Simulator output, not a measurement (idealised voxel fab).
process module | voxel fin reveal
Cross-section cut spans 290 nm and uses square cells 5 nm in size.
The cross-sections in this document take the form of a grid made of square cells. They are written out as bands, in order from top to bottom. Each band consists of one or more rows of cells. Read a band's entry like this: the first values are the height of its top and the height of its bottom in nm, and what follows is the sequence of materials from left to right, each with its width in nm. Note that "empty" is empty space, and that a single material marked "throughout" reaches across the band from edge to edge. Heights are expressed relative to 0, this being the level below which the as-received wafer comprises one material exclusively. The lowest band is unbounded in the downward direction and is denoted as in "0..down". Note: "30->40" means the width goes from the first number (top row of the band) to the second number (bottom row) in equal steps per row of cells. Any step labelled "no change" changed none of the cells in the cross-section. In "Closed cavity list" the enclosed voids are listed, meaning empty spaces of 8 cells or larger without any opening to the top. The form is width x height at distance, distance from the left edge, units nm. Step line, after settings: the simulator's comment on this step. Each step line may optionally specify "overlay nm", which for a step with a mask gives the rightward distance between the mask's planned place and where it lay, a negative value indicating the leftward direction.

PROCESS STEPS FORESEEN IN THE PLAN
- 1: RECEIVE [material Si]
- 2: CONFORMAL_DEP [material SiN] [thk nm 5]
- 3: DIRECTIONAL_DEP [material aC] [thk nm 15]
- 4: PATTERN [tone cover] [mask id FINS] [material resist] [width nm 15] [pitch nm 35] [thk nm 30] [overlay nm -15]
- 5: DIRECTIONAL_ETCH [etch materials aC] [depth nm 15]
- 6: STRIP [etch materials resist]
- 7: DIRECTIONAL_ETCH [etch materials SiN] [depth nm 5]
- 8: DIRECTIONAL_ETCH [etch materials Si] [depth nm 35]
- 9: STRIP [etch materials aC]
- 10: OXIDIZE [depth nm 5]
- 11: FILL_DEP [material SiO2] [thk nm 15]
- 12: CMP [height nm 5]
- 13: SELECTIVE_ETCH [etch materials SiO2] [depth nm 25]
- 14: STRIP [etch materials SiN]
- 15: CONFORMAL_DEP [material SiO2] [thk nm 5]
Every wafer here starts from the same state; it is the step 4 overlay nm that distinguishes them, and the value the plan gives belongs to the first wafer.

CROSS-SECTION OF THE FIRST OF SEVERAL WAFERS ON RECEIPT, REFLECTING COMPLETION OF STEP 1
* 0..down: Si throughout
* Closed cavity list: none

HEADS UP, THIS TABLE GOES WAFER BY WAFER. A ROW TELLS YOU, AT THE END OF THE MODULE, HOW MANY CELLS OF EACH MATERIAL THAT WAFER HAS PUT ON (+) OR DROPPED (-) SINCE IT WAS RECEIVED, AND THEN ITS CLOSED VOIDS
overlay nm -15 | -432 Si | +306 SiO2 | Closed cavity list: none
overlay nm -10 | -432 Si | +306 SiO2 | Closed cavity list: none
overlay nm -5 | -432 Si | +306 SiO2 | Closed cavity list: none
overlay nm 0 | -432 Si | +306 SiO2 | Closed cavity list: none
overlay nm 5 | -432 Si | +306 SiO2 | Closed cavity list: none
overlay nm 10 | -432 Si | +306 SiO2 | Closed cavity list: none
overlay nm 15 | -432 Si | +306 SiO2 | Closed cavity list: none
